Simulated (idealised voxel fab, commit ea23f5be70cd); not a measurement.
process module | voxel spacer lines
cross-section cut | 175 nm wide | cells 5 nm
A cross-section is a grid of square cells, given in bands from the top down. A band is one or more rows of cells.
Each band's line starts with the height of the band's top and of its bottom, in nm. Then come its materials from left to right, each with its width in nm. One material with "throughout" fills the band from edge to edge. "air" is empty space.
Height 0 is the level under which the wafer as received is all one material. The lowest band goes on downwards, as in "0 down".
A width such as "30 to 40" changes by the same amount from each row of cells to the next, from the band's top row to its bottom row.
"no change" after a step means that no cell of the cross-section changed.
closed voids: empty space of 8 cells or more with no open way to the top, each as width x height at its distance from the left edge, in nm
after a step's settings: what the simulator itself notes on the step
overlay nm, on a step with a mask: how far to the right of its planned place the mask lay; to the left if negative
plan
1 op RECEIVE | material Si
2 op CONFORMAL_DEP | material Al2O3 | thk nm 5
3 op DIRECTIONAL_DEP | material SiN | thk nm 15
4 op DIRECTIONAL_DEP | material aC | thk nm 25
5 op PATTERN | tone cover | mask id MANDREL | material resist | width nm 15 | pitch nm 50 | thk nm 30 | overlay nm 0
6 op DIRECTIONAL_ETCH | etch materials aC | depth nm 25
7 op STRIP | etch materials resist
8 op CONFORMAL_DEP | material SiO2 | thk nm 10
9 op DIRECTIONAL_ETCH | etch materials SiO2 | depth nm 10
10 op STRIP | etch materials aC
11 op DIRECTIONAL_ETCH | etch materials SiN | depth nm 15
12 op STRIP | etch materials SiO2
first wafer, as planned
as received, after step 1
  0 down: Si throughout
  closed voids: none
after step 2
  5 to 0: Al2O3 throughout
  below 0: unchanged
after step 3
  20 to 5: SiN throughout
  below 5: unchanged
after step 4
  45 to 20: aC throughout
  below 20: unchanged
after step 5
  75 to 45: air 30 | resist 15 | air 35 | resist 15 | air 35 | resist 15 | air 30
  below 45: unchanged
after step 6
  50 to 45: air 30 | resist 15 | air 35 | resist 15 | air 35 | resist 15 | air 30
  45 to 20: air 30 | aC 15 | air 35 | aC 15 | air 35 | aC 15 | air 30
  below 20: unchanged
after step 7
  45 to 20: air 30 | aC 15 | air 35 | aC 15 | air 35 | aC 15 | air 30
  below 20: unchanged
after step 8
  55 to 45: air 20 | SiO2 35 | air 15 | SiO2 35 | air 15 | SiO2 35 | air 20
  45 to 30: air 20 | SiO2 10 | aC 15 | SiO2 10 | air 15 | SiO2 10 | aC 15 | SiO2 10 | air 15 | SiO2 10 | aC 15 | SiO2 10 | air 20
  30 to 20: SiO2 30 | aC 15 | SiO2 35 | aC 15 | SiO2 35 | aC 15 | SiO2 30
  below 20: unchanged
after step 9
  45 to 20: air 20 | SiO2 10 | aC 15 | SiO2 10 | air 15 | SiO2 10 | aC 15 | SiO2 10 | air 15 | SiO2 10 | aC 15 | SiO2 10 | air 20
  below 20: unchanged
after step 10
  45 to 20: air 20 | SiO2 10 | air 15 | SiO2 10 | air 15 | SiO2 10 | air 15 | SiO2 10 | air 15 | SiO2 10 | air 15 | SiO2 10 | air 20
  below 20: unchanged
after step 11
  45 to 20: air 20 | SiO2 10 | air 15 | SiO2 10 | air 15 | SiO2 10 | air 15 | SiO2 10 | air 15 | SiO2 10 | air 15 | SiO2 10 | air 20
  20 to 5: air 20 | SiN 10 | air 15 | SiN 10 | air 15 | SiN 10 | air 15 | SiN 10 | air 15 | SiN 10 | air 15 | SiN 10 | air 20
  below 5: unchanged
after step 12
  20 to 5: air 20 | SiN 10 | air 15 | SiN 10 | air 15 | SiN 10 | air 15 | SiN 10 | air 15 | SiN 10 | air 15 | SiN 10 | air 20
  below 5: unchanged
second wafer: like start, like plan, one mistake. Through step 4 it matches the first wafer
when step 5 should have ended
  75 to 45: air 25 | resist 25 | air 25 | resist 25 | air 25 | resist 25 | air 25
  below 45: unchanged
when step 6 should have ended
  50 to 45: air 25 | resist 25 | air 25 | resist 25 | air 25 | resist 25 | air 25
  45 to 20: air 25 | aC 25 | air 25 | aC 25 | air 25 | aC 25 | air 25
  below 20: unchanged
when step 7 should have ended
  45 to 20: air 25 | aC 25 | air 25 | aC 25 | air 25 | aC 25 | air 25
  below 20: unchanged
when step 8 should have ended
  55 to 45: air 15 | SiO2 45 | air 5 | SiO2 45 | air 5 | SiO2 45 | air 15
  45 to 30: air 15 | SiO2 10 | aC 25 | SiO2 10 | air 5 | SiO2 10 | aC 25 | SiO2 10 | air 5 | SiO2 10 | aC 25 | SiO2 10 | air 15
  30 to 20: SiO2 25 | aC 25 | SiO2 25 | aC 25 | SiO2 25 | aC 25 | SiO2 25
  below 20: unchanged
when step 9 should have ended
  45 to 20: air 15 | SiO2 10 | aC 25 | SiO2 10 | air 5 | SiO2 10 | aC 25 | SiO2 10 | air 5 | SiO2 10 | aC 25 | SiO2 10 | air 15
  below 20: unchanged
when step 10 should have ended
  45 to 20: air 15 | SiO2 10 | air 25 | SiO2 10 | air 5 | SiO2 10 | air 25 | SiO2 10 | air 5 | SiO2 10 | air 25 | SiO2 10 | air 15
  below 20: unchanged
when step 11 should have ended
  45 to 20: air 15 | SiO2 10 | air 25 | SiO2 10 | air 5 | SiO2 10 | air 25 | SiO2 10 | air 5 | SiO2 10 | air 25 | SiO2 10 | air 15
  20 to 5: air 15 | SiN 10 | air 25 | SiN 10 | air 5 | SiN 10 | air 25 | SiN 10 | air 5 | SiN 10 | air 25 | SiN 10 | air 15
  below 5: unchanged
when step 12 should have ended
  20 to 5: air 15 | SiN 10 | air 25 | SiN 10 | air 5 | SiN 10 | air 25 | SiN 10 | air 5 | SiN 10 | air 25 | SiN 10 | air 15
  below 5: unchanged
what went wrong: step 5 ran as: op PATTERN | tone cover | mask id MANDREL | material resist | width nm 25 | pitch nm 50 | thk nm 30 | overlay nm 0
at the end the second wafer has, in cells: as many of each material as the first, in other places
